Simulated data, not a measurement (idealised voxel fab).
Module name: voxel transistor to metal (process module)
Shown is cross-section cut, with a width of 200 nm and square cells of size 5 nm.
Square cells in a grid make up a cross-section in this document, and the grid is given as bands, listed from the top down, each one or more rows of cells.
In this notation a band is specified by the heights of its top and bottom, in that order and in nm, after which its materials appear from left to right, each paired with its width in nm. The word "full width" attached to a single material means that material fills the band from edge to edge; the word "air" stands for empty space.
Ref level 0: as-received wafer is one material below here. Bottom band extends down with no lower bound ("0..down").
Note: "30..40" means the width goes from the first number (top row of the band) to the second number (bottom row) in equal steps per row of cells.
For the purposes of this document, the phrase "no change occurred" attached to a step denotes that no cell within the cross-section was modified by that step.
This entry, "Enclosed void list", enumerates those empty regions of no fewer than 8 cells that possess no open connection to the top. Each region is reported in the form width x height at distance, the distance being taken from the left edge, with all three quantities expressed in nm.
Formally, on a step line, whatever follows the settings is a remark that the simulator itself makes on the step.
A step line may carry the setting "overlay nm", which, for steps involving a mask, states the distance by which the mask lay to the right of its intended position; negative values denote displacement to the left.

## Steps planned for the process
step 1: RECEIVE | material Si
step 2: OXIDIZE | depth nm 5
step 3: CONFORMAL_DEP | material SiN | thk nm 10
step 4: MASKED_ETCH | tone cover | mask id ACTIVE | width nm 110 | etch materials SiN | depth nm 10 | overlay nm 0
step 5: MASKED_ETCH | tone cover | mask id ACTIVE | width nm 110 | etch materials SiO2 | depth nm 5 | overlay nm 0
step 6: MASKED_ETCH | tone cover | mask id ACTIVE | width nm 110 | etch materials Si | depth nm 35 | overlay nm 0
step 7: OXIDIZE | depth nm 5
step 8: FILL_DEP | material SiO2 | thk nm 5
step 9: CMP | height nm 10
step 10: SELECTIVE_ETCH | etch materials SiO2 | depth nm 10
step 11: STRIP | etch materials SiN
step 12: SELECTIVE_ETCH | etch materials SiO2 | depth nm 5
step 13: OXIDIZE | depth nm 5
step 14: DIRECTIONAL_DEP | material polySi | thk nm 25
step 15: DIRECTIONAL_DEP | material SiCN | thk nm 15
step 16: DIRECTIONAL_DEP | material aC | thk nm 15
step 17: PATTERN | tone cover | mask id GATE | material resist | width nm 15 | thk nm 30 | overlay nm 0
step 18: DIRECTIONAL_ETCH | etch materials aC | depth nm 15
step 19: STRIP | etch materials resist
step 20: DIRECTIONAL_ETCH | etch materials SiCN | depth nm 25
step 21: DIRECTIONAL_ETCH | etch materials polySi | depth nm 35
step 22: STRIP | etch materials aC
step 23: CONFORMAL_DEP | material SiO2 | thk nm 5
step 24: DIRECTIONAL_ETCH | etch materials SiO2 | depth nm 5
step 25: CONFORMAL_DEP | material SiN | thk nm 5
step 26: DIRECTIONAL_ETCH | etch materials SiN | depth nm 5
step 27: DIRECTIONAL_ETCH | etch materials SiO2 | depth nm 5
step 28: DIRECTIONAL_ETCH | etch materials Si | depth nm 10
step 29: EPI | material nSi | thk nm 10
step 30: FILL_DEP | material SiO2 | thk nm 10
step 31: CMP | height nm 35
step 32: DIRECTIONAL_DEP | material SiO2 | thk nm 15
step 33: DIRECTIONAL_DEP | material aC | thk nm 10
step 34: PATTERN | tone open | mask id CONTACT | material resist | width nm 20 | pitch nm 80 | thk nm 25 | overlay nm 0
step 35: DIRECTIONAL_ETCH | etch materials aC | depth nm 10
step 36: STRIP | etch materials resist
step 37: DIRECTIONAL_ETCH | etch materials SiO2 | depth nm 60
step 38: STRIP | etch materials aC
step 39: CONFORMAL_DEP | material TiN | thk nm 5
step 40: FILL_DEP | material W | thk nm 10
step 41: CMP | height nm 50
step 42: CONFORMAL_DEP | material SiN | thk nm 5
step 43: DIRECTIONAL_DEP | material lowk | thk nm 25
step 44: MASKED_ETCH | tone open | mask id METAL_1 | width nm 20 | pitch nm 80 | etch materials lowk | depth nm 25 | overlay nm 0
step 45: MASKED_ETCH | tone open | mask id METAL_1 | width nm 20 | pitch nm 80 | etch materials SiN | depth nm 5 | overlay nm 0
step 46: CONFORMAL_DEP | material TiN | thk nm 5
step 47: FILL_DEP | material W | thk nm 10
step 48: CMP | height nm 80
step 49: EPI | material Ru | thk nm 5
step 50: FILL_DEP | material SiCN | thk nm 5
Where the wafers of this document differ is in the width nm of step 17; they start out the same, and the plan states the value that applied to the first wafer.

## First of several wafers (as received, post step 1), cross-sectional view
0..down | Si full width
Enclosed void list: none

## First of several wafers, sectioned at end of module (last step: step 50)
90..85 | SiCN full width
85..80 | SiCN 45 nm  Ru 30 nm  SiCN 50 nm  Ru 30 nm  SiCN 45 nm
80..55 | lowk 50 nm  TiN 5 nm  W 10 nm  TiN 5 nm  lowk 60 nm  TiN 5 nm  W 10 nm  TiN 5 nm  lowk 50 nm
55..50 | SiN 50 nm  TiN 20 nm  SiN 60 nm  TiN 20 nm  SiN 50 nm
50..35 | SiO2 50 nm  TiN 5 nm  W 10 nm  TiN 5 nm  SiO2 60 nm  TiN 5 nm  W 10 nm  TiN 5 nm  SiO2 50 nm
35..20 | SiO2 50 nm  TiN 5 nm  W 10 nm  TiN 5 nm  SiO2 15 nm  SiN 5 nm  SiO2 5 nm  SiCN 15 nm  SiO2 5 nm  SiN 5 nm  SiO2 10 nm  TiN 5 nm  W 10 nm  TiN 5 nm  SiO2 50 nm
20..0 | SiO2 50 nm  TiN 5 nm  W 10 nm  TiN 5 nm  SiO2 15 nm  SiN 5 nm  SiO2 5 nm  polySi 15 nm  SiO2 5 nm  SiN 5 nm  SiO2 10 nm  TiN 5 nm  W 10 nm  TiN 5 nm  SiO2 50 nm
0..-5 | SiO2 50 nm  TiN 5 nm  W 10 nm  TiN 5 nm  SiO2 5 nm  nSi 10 nm  SiN 5 nm  SiO2 5 nm  polySi 15 nm  SiO2 5 nm  SiN 5 nm  nSi 10 nm  TiN 5 nm  W 10 nm  TiN 5 nm  SiO2 50 nm
-5..-10 | SiO2 50 nm  TiN 20 nm  SiO2 5 nm  nSi 10 nm  SiO2 35 nm  nSi 10 nm  TiN 20 nm  SiO2 50 nm
-10..-20 | SiO2 50 nm  nSi 35 nm  Si 35 nm  nSi 30 nm  SiO2 50 nm
-20..-45 | SiO2 50 nm  Si 100 nm  SiO2 50 nm
-45..down | Si full width
Enclosed void list: none

## X-section, last wafer, module end
90..85 | SiCN full width
85..80 | SiCN 45 nm  Ru 30 nm  SiCN 50 nm  Ru 30 nm  SiCN 45 nm
80..55 | lowk 50 nm  TiN 5 nm  W 10 nm  TiN 5 nm  lowk 60 nm  TiN 5 nm  W 10 nm  TiN 5 nm  lowk 50 nm
55..50 | SiN 50 nm  TiN 20 nm  SiN 60 nm  TiN 20 nm  SiN 50 nm
50..35 | SiO2 50 nm  TiN 5 nm  W 10 nm  TiN 5 nm  SiO2 60 nm  TiN 5 nm  W 10 nm  TiN 5 nm  SiO2 50 nm
35..20 | SiO2 50 nm  TiN 5 nm  W 10 nm  TiN 5 nm  SiO2 5 nm  SiN 5 nm  SiO2 5 nm  SiCN 35 nm  SiO2 5 nm  SiN 5 nm  TiN 5 nm  W 10 nm  TiN 5 nm  SiO2 50 nm
20..5 | SiO2 50 nm  TiN 5 nm  W 10 nm  TiN 5 nm  SiO2 5 nm  SiN 5 nm  SiO2 5 nm  polySi 35 nm  SiO2 5 nm  SiN 5 nm  TiN 5 nm  W 10 nm  TiN 5 nm  SiO2 50 nm
5..0 | SiO2 50 nm  TiN 5 nm  W 5 nm  TiN 10 nm  SiO2 5 nm  SiN 5 nm  SiO2 5 nm  polySi 35 nm  SiO2 5 nm  SiN 5 nm  TiN 20 nm  SiO2 50 nm
0..-5 | SiO2 50 nm  TiN 5 nm  W 5 nm  TiN 5 nm  nSi 10 nm  SiN 5 nm  SiO2 5 nm  polySi 35 nm  SiO2 5 nm  SiN 5 nm  nSi 10 nm  TiN 10 nm  SiO2 50 nm
-5..-10 | SiO2 50 nm  TiN 15 nm  nSi 10 nm  SiO2 55 nm  nSi 10 nm  TiN 10 nm  SiO2 50 nm
-10..-20 | SiO2 50 nm  nSi 25 nm  Si 55 nm  nSi 20 nm  SiO2 50 nm
-20..-45 | SiO2 50 nm  Si 100 nm  SiO2 50 nm
-45..down | Si full width
Enclosed void list: none

## Where each wafer stands at the end of the module, a row apiece: cells of each material gained (+) or lost (-) since it was received, then closed voids
width nm 15, +12 Ru, -246 Si, +77 SiCN, +48 SiN, +476 SiO2, +80 TiN, +64 W, +160 lowk, +34 nSi, +15 polySi, Enclosed void list: none
width nm 20, +12 Ru, -244 Si, +80 SiCN, +48 SiN, +468 SiO2, +80 TiN, +64 W, +160 lowk, +32 nSi, +20 polySi, Enclosed void list: none
width nm 25, +12 Ru, -242 Si, +83 SiCN, +48 SiN, +462 SiO2, +80 TiN, +62 W, +160 lowk, +30 nSi, +25 polySi, Enclosed void list: none
width nm 30, +12 Ru, -240 Si, +86 SiCN, +48 SiN, +456 SiO2, +80 TiN, +60 W, +160 lowk, +28 nSi, +30 polySi, Enclosed void list: none
width nm 35, +12 Ru, -238 Si, +89 SiCN, +48 SiN, +450 SiO2, +80 TiN, +58 W, +160 lowk, +26 nSi, +35 polySi, Enclosed void list: none
